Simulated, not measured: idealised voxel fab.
process module | voxel released beams
cross-section cut | 220 nm wide | cells 5 nm
A cross-section is a grid of square cells, given in bands from the top down. A band is one or more rows of cells.
Each band's line starts with the height of the band's top and of its bottom, in nm. Then come its materials from left to right, each with its width in nm. One material with "throughout" fills the band from edge to edge. "air" is empty space.
Height 0 is the level under which the wafer as received is all one material. The lowest band goes on downwards, as in "0 down".
A width such as "30 to 40" changes by the same amount from each row of cells to the next, from the band's top row to its bottom row.
"no change" after a step means that no cell of the cross-section changed.
closed voids: empty space of 8 cells or more with no open way to the top, each as width x height at its distance from the left edge, in nm
after a step's settings: what the simulator itself notes on the step
overlay nm, on a step with a mask: how far to the right of its planned place the mask lay; to the left if negative
plan
1 op RECEIVE | material Si
2 op CONFORMAL_DEP | material SiN | thk nm 5
3 op DIRECTIONAL_DEP | material SiO2 | thk nm 20
4 op PATTERN | tone open | mask id ANCHOR | material resist | width nm 30 | thk nm 15 | overlay nm 0
5 op DIRECTIONAL_ETCH | etch materials SiO2 | depth nm 20
6 op STRIP | etch materials resist
7 op CONFORMAL_DEP | material polySi | thk nm 10
8 op PATTERN | tone cover | mask id BEAM | material resist | width nm 95 | thk nm 15 | overlay nm 0
9 op DIRECTIONAL_ETCH | etch materials polySi | depth nm 10
10 op STRIP | etch materials resist
11 op STRIP | etch materials SiO2
as received, after step 1
  0 down: Si throughout
  closed voids: none
a wafer at the end: this start, this plan, one mistake
  35 to 25: air 60 | polySi 45 | air 115
  25 to 15: air 55 | polySi 10 | SiO2 30 | polySi 10 | air 115
  15 to 5: air 55 | polySi 10 | SiO2 30 | polySi 60 | air 65
  5 to 0: SiN throughout
  0 down: Si throughout
  closed voids: none
what went wrong: step 4 ran as: op PATTERN | tone cover | mask id ANCHOR | material resist | width nm 30 | thk nm 15 | overlay nm 0
